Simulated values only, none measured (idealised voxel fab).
Process module in this document: voxel ribs on slabs
The width of the displayed cross-section, cut, is 185 nm; its cells are square, with a size of 5 nm.
How to read a cross-section here: the picture is a grid of square cells, written as bands going from the top down, and any band can span one or more rows of cells.
Within each band entry, the heights of the top and of the bottom of the band appear first, in that order and in nm; the materials of the band then follow from left to right, each with its corresponding width in nm. The designation "edge to edge" on a single material indicates that it fills the band from edge to edge; the designation "blank" indicates empty space.
Note: height 0 marks the level under which the wafer is uniformly one material as received. Lowest band unbounded below, written "0 and below".
Note: "30 to 40" means the width goes from the first number (top row of the band) to the second number (bottom row) in equal steps per row of cells.
Step marked "everything unchanged"? Then no cell in the cross-section changed in it.
What "Sealed internal voids" gives you is every empty space of 8 cells or more that is cut off from the top. Each appears as width x height at distance, with the distance taken from the left edge and width, height and distance all in nm.
It should be noted that, on the line of a given step, the content following the step's settings is a remark produced by the simulator itself with respect to that step.
You can add "overlay nm" to a step's line. For a step with a mask, it describes how far the mask lay to the right of its planned position, and a negative number describes a lay to the left.
How should the pairs below be read? Each gives the cross-section before one process step and the cross-section after it, the latter drawn only to the lowest band that changed; the step that lies between them, with its settings, appears under the pair. Does a pair pick up where the pair above left off? Only where its entry headed "Status before step" says so, since pairs can come from different runs of this module on the same starting wafer.
Status before step:
* 0 and below  Si edge to edge
* Sealed internal voids: none
Sectional Result:
* 20 down to 0  SiO2 edge to edge
* Unchanged below 0.
* Sealed internal voids: none
Step linking the sections shown: DIRECTIONAL_DEP,material SiO2,thk nm 20
Status before step: The cross-section prior to this step is the one presented after the step of the pair immediately above.
Sectional Result:
* 35 down to 20  polySi edge to edge
* Unchanged below 20.
* Sealed internal voids: none
Step linking the sections shown: DIRECTIONAL_DEP,material polySi,thk nm 15
Status before step: The cross-section prior to this step is the one presented after the step of the pair immediately above.
Sectional Result:
* 35 down to 30  blank (85)  polySi (15)  blank (85)
* Unchanged below 30.
* Sealed internal voids: none
Step linking the sections shown: MASKED_ETCH,tone cover,mask id RIB,width nm 15,etch materials polySi,depth nm 5,overlay nm 0
Status before step: The cross-section prior to this step is the one presented after the step of the pair immediately above.
Sectional Result:
* 35 down to 30  blank (85)  polySi (15)  blank (85)
* 30 down to 20  blank (65)  polySi (55)  blank (65)
* Unchanged below 20.
* Sealed internal voids: none
Step linking the sections shown: MASKED_ETCH,tone cover,mask id SLAB,width nm 55,etch materials polySi,depth nm 10,overlay nm 0
Status before step: The cross-section prior to this step is the one presented after the step of the pair immediately above.
Sectional Result:
* 55 down to 35  SiO2 edge to edge
* 35 down to 30  SiO2 (85)  polySi (15)  SiO2 (85)
* 30 down to 20  SiO2 (65)  polySi (55)  SiO2 (65)
* Unchanged below 20.
* Sealed internal voids: none
Step linking the sections shown: FILL_DEP,material SiO2,thk nm 20
Status before step: The cross-section prior to this step is the one presented after the step of the pair immediately above.
Sectional Result:
* 45 down to 35  SiO2 edge to edge
* Unchanged below 35.
* Sealed internal voids: none
Step linking the sections shown: CMP,height nm 45
Status before step: The cross-section prior to this step is the one presented after the step of the pair immediately above.
Sectional Result:
* 50 down to 45  TiN edge to edge
* Unchanged below 45.
* Sealed internal voids: none
Step linking the sections shown: DIRECTIONAL_DEP,material TiN,thk nm 5
Status before step: The cross-section prior to this step is the one presented after the step of the pair immediately above.
Sectional Result:
* 60 down to 50  aC edge to edge
* Unchanged below 50.
* Sealed internal voids: none
Step linking the sections shown: DIRECTIONAL_DEP,material aC,thk nm 10
Status before step: The cross-section prior to this step is the one presented after the step of the pair immediately above.
Sectional Result:
* 90 down to 60  blank (80)  resist (25)  blank (80)
* Unchanged below 60.
* Sealed internal voids: none
Step linking the sections shown: PATTERN,tone cover,mask id HEATER,material resist,width nm 25,thk nm 30,overlay nm 0
Status before step: The cross-section prior to this step is the one presented after the step of the pair immediately above.
Sectional Result:
* 80 down to 60  blank (80)  resist (25)  blank (80)
* 60 down to 50  blank (80)  aC (25)  blank (80)
* Unchanged below 50.
* Sealed internal voids: none
Step linking the sections shown: DIRECTIONAL_ETCH,etch materials aC,depth nm 10
Status before step: The cross-section prior to this step is the one presented after the step of the pair immediately above.
Sectional Result:
* 60 down to 50  blank (80)  aC (25)  blank (80)
* Unchanged below 50.
* Sealed internal voids: none
Step linking the sections shown: STRIP,etch materials resist
Status before step: The cross-section prior to this step is the one presented after the step of the pair immediately above.
Sectional Result:
* 60 down to 50  blank (80)  aC (25)  blank (80)
* 50 down to 45  blank (80)  TiN (25)  blank (80)
* Unchanged below 45.
* Sealed internal voids: none
Step linking the sections shown: DIRECTIONAL_ETCH,etch materials TiN,depth nm 5
Status before step: The cross-section prior to this step is the one presented after the step of the pair immediately above.
Sectional Result:
* 50 down to 45  blank (80)  TiN (25)  blank (80)
* Unchanged below 45.
* Sealed internal voids: none
Step linking the sections shown: STRIP,etch materials aC
Status before step: The cross-section prior to this step is the one presented after the step of the pair immediately above.
Sectional Result:
* 55 down to 50  blank (75)  SiN (35)  blank (75)
* 50 down to 45  SiN (80)  TiN (25)  SiN (80)
* Unchanged below 45.
* Sealed internal voids: none
Step linking the sections shown: CONFORMAL_DEP,material SiN,thk nm 5
Status before step:
* 35 down to 20  polySi edge to edge
* 20 down to 0  SiO2 edge to edge
* 0 and below  Si edge to edge
* Sealed internal voids: none
Sectional Result:
* 50 down to 20  polySi edge to edge
* Unchanged below 20.
* Sealed internal voids: none
Step linking the sections shown: DIRECTIONAL_DEP,material polySi,thk nm 15
Status before step: The cross-section prior to this step is the one presented after the step of the pair immediately above.
Sectional Result:
* 50 down to 45  blank (85)  polySi (15)  blank (85)
* Unchanged below 45.
* Sealed internal voids: none
Step linking the sections shown: MASKED_ETCH,tone cover,mask id RIB,width nm 15,etch materials polySi,depth nm 5,overlay nm 0
Status before step: The cross-section prior to this step is the one presented after the step of the pair immediately above.
Sectional Result:
* 50 down to 45  blank (85)  polySi (15)  blank (85)
* 45 down to 35  blank (65)  polySi (55)  blank (65)
* Unchanged below 35.
* Sealed internal voids: none
Step linking the sections shown: MASKED_ETCH,tone cover,mask id SLAB,width nm 55,etch materials polySi,depth nm 10,overlay nm 0
Status before step: The cross-section prior to this step is the one presented after the step of the pair immediately above.
Sectional Result:
* 70 down to 50  SiO2 edge to edge
* 50 down to 45  SiO2 (85)  polySi (15)  SiO2 (85)
* 45 down to 35  SiO2 (65)  polySi (55)  SiO2 (65)
* Unchanged below 35.
* Sealed internal voids: none
Step linking the sections shown: FILL_DEP,material SiO2,thk nm 20
Status before step: The cross-section prior to this step is the one presented after the step of the pair immediately above.
Sectional Result:
* 45 down to 35  SiO2 (65)  polySi (55)  SiO2 (65)
* Unchanged below 35.
* Sealed internal voids: none
Step linking the sections shown: CMP,height nm 45
Status before step: The cross-section prior to this step is the one presented after the step of the pair immediately above.
Sectional Result:
* 50 down to 45  TiN edge to edge
* Unchanged below 45.
* Sealed internal voids: none
Step linking the sections shown: DIRECTIONAL_DEP,material TiN,thk nm 5
Status before step: The cross-section prior to this step is the one presented after the step of the pair immediately above.
Sectional Result:
* 60 down to 50  aC edge to edge
* Unchanged below 50.
* Sealed internal voids: none
Step linking the sections shown: DIRECTIONAL_DEP,material aC,thk nm 10
Status before step: The cross-section prior to this step is the one presented after the step of the pair immediately above.
Sectional Result:
* 90 down to 60  blank (80)  resist (25)  blank (80)
* Unchanged below 60.
* Sealed internal voids: none
Step linking the sections shown: PATTERN,tone cover,mask id HEATER,material resist,width nm 25,thk nm 30,overlay nm 0
Status before step: The cross-section prior to this step is the one presented after the step of the pair immediately above.
Sectional Result:
* 80 down to 60  blank (80)  resist (25)  blank (80)
* 60 down to 50  blank (80)  aC (25)  blank (80)
* Unchanged below 50.
* Sealed internal voids: none
Step linking the sections shown: DIRECTIONAL_ETCH,etch materials aC,depth nm 10
Status before step: The cross-section prior to this step is the one presented after the step of the pair immediately above.
Sectional Result:
* 60 down to 50  blank (80)  aC (25)  blank (80)
* Unchanged below 50.
* Sealed internal voids: none
Step linking the sections shown: STRIP,etch materials resist
Status before step: The cross-section prior to this step is the one presented after the step of the pair immediately above.
Sectional Result:
* 60 down to 50  blank (80)  aC (25)  blank (80)
* 50 down to 45  blank (80)  TiN (25)  blank (80)
* Unchanged below 45.
* Sealed internal voids: none
Step linking the sections shown: DIRECTIONAL_ETCH,etch materials TiN,depth nm 5
Status before step: The cross-section prior to this step is the one presented after the step of the pair immediately above.
Sectional Result:
* 50 down to 45  blank (80)  TiN (25)  blank (80)
* Unchanged below 45.
* Sealed internal voids: none
Step linking the sections shown: STRIP,etch materials aC
Status before step: The cross-section prior to this step is the one presented after the step of the pair immediately above.
Sectional Result:
* 55 down to 50  blank (75)  SiN (35)  blank (75)
* 50 down to 45  SiN (80)  TiN (25)  SiN (80)
* Unchanged below 45.
* Sealed internal voids: none
Step linking the sections shown: CONFORMAL_DEP,material SiN,thk nm 5
Status before step:
* 0 and below  Si edge to edge
* Sealed internal voids: none
Sectional Result:
* 15 down to 0  polySi edge to edge
* Unchanged below 0.
* Sealed internal voids: none
Step linking the sections shown: DIRECTIONAL_DEP,material polySi,thk nm 15
Status before step: The cross-section prior to this step is the one presented after the step of the pair immediately above.
Sectional Result:
* 35 down to 15  SiO2 edge to edge
* Unchanged below 15.
* Sealed internal voids: none
Step linking the sections shown: DIRECTIONAL_DEP,material SiO2,thk nm 20
Status before step: The cross-section prior to this step is the one presented after the step of the pair immediately above.
Sectional Result:
* 55 down to 15  SiO2 edge to edge
* Unchanged below 15.
* Sealed internal voids: none
Step linking the sections shown: FILL_DEP,material SiO2,thk nm 20
Status before step: The cross-section prior to this step is the one presented after the step of the pair immediately above.
Sectional Result:
* 45 down to 15  SiO2 edge to edge
* Unchanged below 15.
* Sealed internal voids: none
Step linking the sections shown: CMP,height nm 45
Status before step: The cross-section prior to this step is the one presented after the step of the pair immediately above.
Sectional Result:
* 50 down to 45  TiN edge to edge
* Unchanged below 45.
* Sealed internal voids: none
Step linking the sections shown: DIRECTIONAL_DEP,material TiN,thk nm 5
Status before step: The cross-section prior to this step is the one presented after the step of the pair immediately above.
Sectional Result:
* 60 down to 50  aC edge to edge
* Unchanged below 50.
* Sealed internal voids: none
Step linking the sections shown: DIRECTIONAL_DEP,material aC,thk nm 10
Status before step: The cross-section prior to this step is the one presented after the step of the pair immediately above.
Sectional Result:
* 90 down to 60  blank (80)  resist (25)  blank (80)
* Unchanged below 60.
* Sealed internal voids: none
Step linking the sections shown: PATTERN,tone cover,mask id HEATER,material resist,width nm 25,thk nm 30,overlay nm 0
Status before step: The cross-section prior to this step is the one presented after the step of the pair immediately above.
Sectional Result:
* 80 down to 60  blank (80)  resist (25)  blank (80)
* 60 down to 50  blank (80)  aC (25)  blank (80)
* Unchanged below 50.
* Sealed internal voids: none
Step linking the sections shown: DIRECTIONAL_ETCH,etch materials aC,depth nm 10
Status before step: The cross-section prior to this step is the one presented after the step of the pair immediately above.
Sectional Result:
* 60 down to 50  blank (80)  aC (25)  blank (80)
* Unchanged below 50.
* Sealed internal voids: none
Step linking the sections shown: STRIP,etch materials resist
Status before step: The cross-section prior to this step is the one presented after the step of the pair immediately above.
Sectional Result:
* 60 down to 50  blank (80)  aC (25)  blank (80)
* 50 down to 45  blank (80)  TiN (25)  blank (80)
* Unchanged below 45.
* Sealed internal voids: none
Step linking the sections shown: DIRECTIONAL_ETCH,etch materials TiN,depth nm 5
Status before step: The cross-section prior to this step is the one presented after the step of the pair immediately above.
Sectional Result:
* 50 down to 45  blank (80)  TiN (25)  blank (80)
* Unchanged below 45.
* Sealed internal voids: none
Step linking the sections shown: STRIP,etch materials aC
Status before step: The cross-section prior to this step is the one presented after the step of the pair immediately above.
Sectional Result:
* 55 down to 50  blank (75)  SiN (35)  blank (75)
* 50 down to 45  SiN (80)  TiN (25)  SiN (80)
* Unchanged below 45.
* Sealed internal voids: none
Step linking the sections shown: CONFORMAL_DEP,material SiN,thk nm 5
Status before step:
* 20 down to 0  SiO2 edge to edge
* 0 and below  Si edge to edge
* Sealed internal voids: none
Sectional Result:
* 30 down to 20  polySi edge to edge
* Unchanged below 20.
* Sealed internal voids: none
Step linking the sections shown: DIRECTIONAL_DEP,material polySi,thk nm 10
Status before step: The cross-section prior to this step is the one presented after the step of the pair immediately above.
Sectional Result:
* 30 down to 25  blank (85)  polySi (15)  blank (85)
* Unchanged below 25.
* Sealed internal voids: none
Step linking the sections shown: MASKED_ETCH,tone cover,mask id RIB,width nm 15,etch materials polySi,depth nm 5,overlay nm 0
Status before step: The cross-section prior to this step is the one presented after the step of the pair immediately above.
Sectional Result:
* 30 down to 20  blank (85 to 65)  polySi (15 to 55)  blank (85 to 65)
* Unchanged below 20.
* Sealed internal voids: none
Step linking the sections shown: MASKED_ETCH,tone cover,mask id SLAB,width nm 55,etch materials polySi,depth nm 10,overlay nm 0
Status before step: The cross-section prior to this step is the one presented after the step of the pair immediately above.
Sectional Result:
* 50 down to 30  SiO2 edge to edge
* 30 down to 20  SiO2 (85 to 65)  polySi (15 to 55)  SiO2 (85 to 65)
* Unchanged below 20.
* Sealed internal voids: none
Step linking the sections shown: FILL_DEP,material SiO2,thk nm 20
Status before step: The cross-section prior to this step is the one presented after the step of the pair immediately above.
Sectional Result:
* 45 down to 30  SiO2 edge to edge
* Unchanged below 30.
* Sealed internal voids: none
Step linking the sections shown: CMP,height nm 45
Status before step: The cross-section prior to this step is the one presented after the step of the pair immediately above.
Sectional Result:
* 50 down to 45  TiN edge to edge
* Unchanged below 45.
* Sealed internal voids: none
Step linking the sections shown: DIRECTIONAL_DEP,material TiN,thk nm 5
Status before step: The cross-section prior to this step is the one presented after the step of the pair immediately above.
Sectional Result:
* 60 down to 50  aC edge to edge
* Unchanged below 50.
* Sealed internal voids: none
Step linking the sections shown: DIRECTIONAL_DEP,material aC,thk nm 10
Status before step: The cross-section prior to this step is the one presented after the step of the pair immediately above.
Sectional Result:
* 90 down to 60  blank (80)  resist (25)  blank (80)
* Unchanged below 60.
* Sealed internal voids: none
Step linking the sections shown: PATTERN,tone cover,mask id HEATER,material resist,width nm 25,thk nm 30,overlay nm 0
Status before step: The cross-section prior to this step is the one presented after the step of the pair immediately above.
Sectional Result:
* 80 down to 60  blank (80)  resist (25)  blank (80)
* 60 down to 50  blank (80)  aC (25)  blank (80)
* Unchanged below 50.
* Sealed internal voids: none
Step linking the sections shown: DIRECTIONAL_ETCH,etch materials aC,depth nm 10
Status before step: The cross-section prior to this step is the one presented after the step of the pair immediately above.
Sectional Result:
* 60 down to 50  blank (80)  aC (25)  blank (80)
* Unchanged below 50.
* Sealed internal voids: none
Step linking the sections shown: STRIP,etch materials resist
Status before step: The cross-section prior to this step is the one presented after the step of the pair immediately above.
Sectional Result:
* 60 down to 50  blank (80)  aC (25)  blank (80)
* 50 down to 45  blank (80)  TiN (25)  blank (80)
* Unchanged below 45.
* Sealed internal voids: none
Step linking the sections shown: DIRECTIONAL_ETCH,etch materials TiN,depth nm 5
Status before step: The cross-section prior to this step is the one presented after the step of the pair immediately above.
Sectional Result:
* 50 down to 45  blank (80)  TiN (25)  blank (80)
* Unchanged below 45.
* Sealed internal voids: none
Step linking the sections shown: STRIP,etch materials aC
Status before step: The cross-section prior to this step is the one presented after the step of the pair immediately above.
Sectional Result:
* 55 down to 50  blank (75)  SiN (35)  blank (75)
* 50 down to 45  SiN (80)  TiN (25)  SiN (80)
* Unchanged below 45.
* Sealed internal voids: none
Step linking the sections shown: CONFORMAL_DEP,material SiN,thk nm 5
Status before step:
* 35 down to 30  blank (85)  polySi (15)  blank (85)
* 30 down to 20  polySi edge to edge
* 20 down to 0  SiO2 edge to edge
* 0 and below  Si edge to edge
* Sealed internal voids: none
Sectional Result:
* 35 down to 30  blank (85)  polySi (15)  blank (85)
* 30 down to 20  blank (65)  polySi (60)  blank (60)
* Unchanged below 20.
* Sealed internal voids: none
Step linking the sections shown: MASKED_ETCH,tone cover,mask id SLAB,width nm 60,etch materials polySi,depth nm 10,overlay nm 0
Status before step: The cross-section prior to this step is the one presented after the step of the pair immediately above.
Sectional Result:
* 55 down to 35  SiO2 edge to edge
* 35 down to 30  SiO2 (85)  polySi (15)  SiO2 (85)
* 30 down to 20  SiO2 (65)  polySi (60)  SiO2 (60)
* Unchanged below 20.
* Sealed internal voids: none
Step linking the sections shown: FILL_DEP,material SiO2,thk nm 20
Status before step: The cross-section prior to this step is the one presented after the step of the pair immediately above.
Sectional Result:
* 45 down to 35  SiO2 edge to edge
* Unchanged below 35.
* Sealed internal voids: none
Step linking the sections shown: CMP,height nm 45
Status before step: The cross-section prior to this step is the one presented after the step of the pair immediately above.
Sectional Result:
* 50 down to 45  TiN edge to edge
* Unchanged below 45.
* Sealed internal voids: none
Step linking the sections shown: DIRECTIONAL_DEP,material TiN,thk nm 5
Status before step: The cross-section prior to this step is the one presented after the step of the pair immediately above.
Sectional Result:
* 60 down to 50  aC edge to edge
* Unchanged below 50.
* Sealed internal voids: none
Step linking the sections shown: DIRECTIONAL_DEP,material aC,thk nm 10
Status before step: The cross-section prior to this step is the one presented after the step of the pair immediately above.
Sectional Result:
* 90 down to 60  blank (80)  resist (25)  blank (80)
* Unchanged below 60.
* Sealed internal voids: none
Step linking the sections shown: PATTERN,tone cover,mask id HEATER,material resist,width nm 25,thk nm 30,overlay nm 0
Status before step: The cross-section prior to this step is the one presented after the step of the pair immediately above.
Sectional Result:
* 80 down to 60  blank (80)  resist (25)  blank (80)
* 60 down to 50  blank (80)  aC (25)  blank (80)
* Unchanged below 50.
* Sealed internal voids: none
Step linking the sections shown: DIRECTIONAL_ETCH,etch materials aC,depth nm 10
Status before step: The cross-section prior to this step is the one presented after the step of the pair immediately above.
Sectional Result:
* 60 down to 50  blank (80)  aC (25)  blank (80)
* Unchanged below 50.
* Sealed internal voids: none
Step linking the sections shown: STRIP,etch materials resist
Status before step: The cross-section prior to this step is the one presented after the step of the pair immediately above.
Sectional Result:
* 60 down to 50  blank (80)  aC (25)  blank (80)
* 50 down to 45  blank (80)  TiN (25)  blank (80)
* Unchanged below 45.
* Sealed internal voids: none
Step linking the sections shown: DIRECTIONAL_ETCH,etch materials TiN,depth nm 5
Status before step: The cross-section prior to this step is the one presented after the step of the pair immediately above.
Sectional Result:
* 50 down to 45  blank (80)  TiN (25)  blank (80)
* Unchanged below 45.
* Sealed internal voids: none
Step linking the sections shown: STRIP,etch materials aC
Status before step: The cross-section prior to this step is the one presented after the step of the pair immediately above.
Sectional Result:
* 55 down to 50  blank (75)  SiN (35)  blank (75)
* 50 down to 45  SiN (80)  TiN (25)  SiN (80)
* Unchanged below 45.
* Sealed internal voids: none
Step linking the sections shown: CONFORMAL_DEP,material SiN,thk nm 5
Status before step:
* 60 down to 50  aC edge to edge
* 50 down to 45  TiN edge to edge
* 45 down to 35  SiO2 edge to edge
* 35 down to 30  SiO2 (85)  polySi (15)  SiO2 (85)
* 30 down to 20  SiO2 (65)  polySi (55)  SiO2 (65)
* 20 down to 0  SiO2 edge to edge
* 0 and below  Si edge to edge
* Sealed internal voids: none
Sectional Result:
* 90 down to 60  blank (70)  resist (25)  blank (90)
* Unchanged below 60.
* Sealed internal voids: none
Step linking the sections shown: PATTERN,tone cover,mask id HEATER,material resist,width nm 25,thk nm 30,overlay nm -10
Status before step: The cross-section prior to this step is the one presented after the step of the pair immediately above.
Sectional Result:
* 80 down to 60  blank (70)  resist (25)  blank (90)
* 60 down to 50  blank (70)  aC (25)  blank (90)
* Unchanged below 50.
* Sealed internal voids: none
Step linking the sections shown: DIRECTIONAL_ETCH,etch materials aC,depth nm 10
Status before step: The cross-section prior to this step is the one presented after the step of the pair immediately above.
Sectional Result:
* 60 down to 50  blank (70)  aC (25)  blank (90)
* Unchanged below 50.
* Sealed internal voids: none
Step linking the sections shown: STRIP,etch materials resist
Status before step: The cross-section prior to this step is the one presented after the step of the pair immediately above.
Sectional Result:
* 60 down to 50  blank (70)  aC (25)  blank (90)
* 50 down to 45  blank (70)  TiN (25)  blank (90)
* Unchanged below 45.
* Sealed internal voids: none
Step linking the sections shown: DIRECTIONAL_ETCH,etch materials TiN,depth nm 5
Status before step: The cross-section prior to this step is the one presented after the step of the pair immediately above.
Sectional Result:
* 50 down to 45  blank (70)  TiN (25)  blank (90)
* Unchanged below 45.
* Sealed internal voids: none
Step linking the sections shown: STRIP,etch materials aC
Status before step: The cross-section prior to this step is the one presented after the step of the pair immediately above.
Sectional Result:
* 55 down to 50  blank (65)  SiN (35)  blank (85)
* 50 down to 45  SiN (70)  TiN (25)  SiN (90)
* Unchanged below 45.
* Sealed internal voids: none
Step linking the sections shown: CONFORMAL_DEP,material SiN,thk nm 5
Status before step:
* 20 down to 0  SiO2 edge to edge
* 0 and below  Si edge to edge
* Sealed internal voids: none
Sectional Result:
* 35 down to 0  SiO2 edge to edge
* Unchanged below 0.
* Sealed internal voids: none
Step linking the sections shown: DIRECTIONAL_DEP,material SiO2,thk nm 15
Status before step: The cross-section prior to this step is the one presented after the step of the pair immediately above.
Sectional Result:
* 55 down to 0  SiO2 edge to edge
* Unchanged below 0.
* Sealed internal voids: none
Step linking the sections shown: FILL_DEP,material SiO2,thk nm 20
Status before step: The cross-section prior to this step is the one presented after the step of the pair immediately above.
Sectional Result:
* 45 down to 0  SiO2 edge to edge
* Unchanged below 0.
* Sealed internal voids: none
Step linking the sections shown: CMP,height nm 45
Status before step: The cross-section prior to this step is the one presented after the step of the pair immediately above.
Sectional Result:
* 50 down to 45  TiN edge to edge
* Unchanged below 45.
* Sealed internal voids: none
Step linking the sections shown: DIRECTIONAL_DEP,material TiN,thk nm 5
Status before step: The cross-section prior to this step is the one presented after the step of the pair immediately above.
Sectional Result:
* 60 down to 50  aC edge to edge
* Unchanged below 50.
* Sealed internal voids: none
Step linking the sections shown: DIRECTIONAL_DEP,material aC,thk nm 10
Status before step: The cross-section prior to this step is the one presented after the step of the pair immediately above.
Sectional Result:
* 90 down to 60  blank (80)  resist (25)  blank (80)
* Unchanged below 60.
* Sealed internal voids: none
Step linking the sections shown: PATTERN,tone cover,mask id HEATER,material resist,width nm 25,thk nm 30,overlay nm 0
Status before step: The cross-section prior to this step is the one presented after the step of the pair immediately above.
Sectional Result:
* 80 down to 60  blank (80)  resist (25)  blank (80)
* 60 down to 50  blank (80)  aC (25)  blank (80)
* Unchanged below 50.
* Sealed internal voids: none
Step linking the sections shown: DIRECTIONAL_ETCH,etch materials aC,depth nm 10
Status before step: The cross-section prior to this step is the one presented after the step of the pair immediately above.
Sectional Result:
* 60 down to 50  blank (80)  aC (25)  blank (80)
* Unchanged below 50.
* Sealed internal voids: none
Step linking the sections shown: STRIP,etch materials resist
Status before step: The cross-section prior to this step is the one presented after the step of the pair immediately above.
Sectional Result:
* 60 down to 50  blank (80)  aC (25)  blank (80)
* 50 down to 45  blank (80)  TiN (25)  blank (80)
* Unchanged below 45.
* Sealed internal voids: none
Step linking the sections shown: DIRECTIONAL_ETCH,etch materials TiN,depth nm 5
Status before step: The cross-section prior to this step is the one presented after the step of the pair immediately above.
Sectional Result:
* 50 down to 45  blank (80)  TiN (25)  blank (80)
* Unchanged below 45.
* Sealed internal voids: none
Step linking the sections shown: STRIP,etch materials aC
Status before step: The cross-section prior to this step is the one presented after the step of the pair immediately above.
Sectional Result:
* 55 down to 50  blank (75)  SiN (35)  blank (75)
* 50 down to 45  SiN (80)  TiN (25)  SiN (80)
* Unchanged below 45.
* Sealed internal voids: none
Step linking the sections shown: CONFORMAL_DEP,material SiN,thk nm 5
Status before step:
* 35 down to 20  polySi edge to edge
* 20 down to 0  SiO2 edge to edge
* 0 and below  Si edge to edge
* Sealed internal voids: none
Sectional Result:
* 35 down to 30  polySi (85)  blank (15)  polySi (85)
* Unchanged below 30.
* Sealed internal voids: none
Step linking the sections shown: MASKED_ETCH,tone open,mask id RIB,width nm 15,etch materials polySi,depth nm 5,overlay nm 0
Status before step: The cross-section prior to this step is the one presented after the step of the pair immediately above.
Sectional Result:
* 35 down to 30  blank (65)  polySi (20)  blank (15)  polySi (20)  blank (65)
* 30 down to 25  blank (65)  polySi (55)  blank (65)
* Unchanged below 25.
* Sealed internal voids: none
Step linking the sections shown: MASKED_ETCH,tone cover,mask id SLAB,width nm 55,etch materials polySi,depth nm 10,overlay nm 0
Status before step: The cross-section prior to this step is the one presented after the step of the pair immediately above.
Sectional Result:
* 55 down to 35  SiO2 edge to edge
* 35 down to 30  SiO2 (65)  polySi (20)  SiO2 (15)  polySi (20)  SiO2 (65)
* 30 down to 25  SiO2 (65)  polySi (55)  SiO2 (65)
* Unchanged below 25.
* Sealed internal voids: none
Step linking the sections shown: FILL_DEP,material SiO2,thk nm 20
Status before step: The cross-section prior to this step is the one presented after the step of the pair immediately above.
Sectional Result:
* 45 down to 35  SiO2 edge to edge
* Unchanged below 35.
* Sealed internal voids: none
Step linking the sections shown: CMP,height nm 45
Status before step: The cross-section prior to this step is the one presented after the step of the pair immediately above.
Sectional Result:
* 50 down to 45  TiN edge to edge
* Unchanged below 45.
* Sealed internal voids: none
Step linking the sections shown: DIRECTIONAL_DEP,material TiN,thk nm 5
Status before step: The cross-section prior to this step is the one presented after the step of the pair immediately above.
Sectional Result:
* 60 down to 50  aC edge to edge
* Unchanged below 50.
* Sealed internal voids: none
Step linking the sections shown: DIRECTIONAL_DEP,material aC,thk nm 10
Status before step: The cross-section prior to this step is the one presented after the step of the pair immediately above.
Sectional Result:
* 90 down to 60  blank (80)  resist (25)  blank (80)
* Unchanged below 60.
* Sealed internal voids: none
Step linking the sections shown: PATTERN,tone cover,mask id HEATER,material resist,width nm 25,thk nm 30,overlay nm 0
Status before step: The cross-section prior to this step is the one presented after the step of the pair immediately above.
Sectional Result:
* 80 down to 60  blank (80)  resist (25)  blank (80)
* 60 down to 50  blank (80)  aC (25)  blank (80)
* Unchanged below 50.
* Sealed internal voids: none
Step linking the sections shown: DIRECTIONAL_ETCH,etch materials aC,depth nm 10
Status before step: The cross-section prior to this step is the one presented after the step of the pair immediately above.
Sectional Result:
* 60 down to 50  blank (80)  aC (25)  blank (80)
* Unchanged below 50.
* Sealed internal voids: none
Step linking the sections shown: STRIP,etch materials resist
Status before step: The cross-section prior to this step is the one presented after the step of the pair immediately above.
Sectional Result:
* 60 down to 50  blank (80)  aC (25)  blank (80)
* 50 down to 45  blank (80)  TiN (25)  blank (80)
* Unchanged below 45.
* Sealed internal voids: none
Step linking the sections shown: DIRECTIONAL_ETCH,etch materials TiN,depth nm 5
Status before step: The cross-section prior to this step is the one presented after the step of the pair immediately above.
Sectional Result:
* 50 down to 45  blank (80)  TiN (25)  blank (80)
* Unchanged below 45.
* Sealed internal voids: none
Step linking the sections shown: STRIP,etch materials aC
Status before step: The cross-section prior to this step is the one presented after the step of the pair immediately above.
Sectional Result:
* 55 down to 50  blank (75)  SiN (35)  blank (75)
* 50 down to 45  SiN (80)  TiN (25)  SiN (80)
* Unchanged below 45.
* Sealed internal voids: none
Step linking the sections shown: CONFORMAL_DEP,material SiN,thk nm 5
